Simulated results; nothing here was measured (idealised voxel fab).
voxel released beams: a process module
For reference, the cross-section in this document is cut, with width 180 nm and square cells of 5 nm.
When this document writes out a cross-section, it uses a grid of square cells and lists it as bands, beginning at the top and moving down, with a band standing for one or more rows of cells.
It is stipulated that each band's entry specify, in nanometres, the height of the top of the band and then that of its bottom, followed by the materials of the band in left-to-right sequence, each together with its width in nanometres. A single material marked by the word "full width" is understood to fill the band from edge to edge; the word "empty" is understood to denote empty space.
Heights are measured from 0, the level below which the as-received wafer is all one material; the lowest band has no bottom and continues downward, written as in "0 -> down".
Graded width ("30->40"): value in top row of band = first number; value in bottom row = second number; row-to-row change constant.
Step note "no alteration" = no cross-section cell changed.
"Sealed internal cavities": sealed empty spaces, 8 cells or more, no open way to top, listed width x height at distance, with distance from the left edge and width, height and distance in nm.
Where a step's line continues beyond its settings, the continuation is a remark by the simulator itself on that step.
The optional step-line setting "overlay nm" applies to steps with a mask and quantifies how far to the right of its planned location the mask lay, a negative value indicating leftward placement.
Here's what the planned process steps look like:
1) RECEIVE | material Si
2) CONFORMAL_DEP | material Al2O3 | thk nm 5
3) DIRECTIONAL_DEP | material SiO2 | thk nm 20
4) PATTERN | tone open | mask id ANCHOR | material resist | width nm 40 | thk nm 20 | overlay nm 0
5) DIRECTIONAL_ETCH | etch materials SiO2 | depth nm 20
6) STRIP | etch materials resist
7) CONFORMAL_DEP | material polySi | thk nm 15
8) DIRECTIONAL_DEP | material aC | thk nm 10
9) PATTERN | tone cover | mask id BEAM | material resist | width nm 120 | thk nm 25 | overlay nm 0
10) DIRECTIONAL_ETCH | etch materials aC | depth nm 10
11) STRIP | etch materials resist
12) DIRECTIONAL_ETCH | etch materials polySi | depth nm 15
13) STRIP | etch materials aC
14) STRIP | etch materials SiO2
As-received wafer cross-section (after step 1):
0 -> down | Si full width
Sealed internal cavities: none
First wafer of two, sectioned at end of module; run went per plan:
40 -> 25 | 25 nm empty  20 nm polySi  10 nm empty  90 nm polySi  35 nm empty
25 -> 20 | 30 nm empty  15 nm polySi  10 nm empty  15 nm polySi  110 nm empty
20 -> 5 | 30 nm empty  40 nm polySi  110 nm empty
5 -> 0 | Al2O3 full width
0 -> down | Si full width
Sealed internal cavities: none
Here is the second of the two wafers cut open at the end of the module - same start, same plan as the first one, but we made one mistake running it:
40 -> 25 | 25 nm empty  25 nm polySi  5 nm empty  90 nm polySi  35 nm empty
25 -> 20 | 35 nm empty  15 nm polySi  5 nm empty  15 nm polySi  110 nm empty
20 -> 5 | 35 nm empty  35 nm polySi  110 nm empty
5 -> 0 | Al2O3 full width
0 -> down | Si full width
Sealed internal cavities: none
what went wrong: off-plan run, step 4, actual operation and settings PATTERN | tone open | mask id ANCHOR | material resist | width nm 35 | thk nm 20 | overlay nm 0
At the close, every material occupies the same number of cells on the second wafer as on the first, only in different positions.
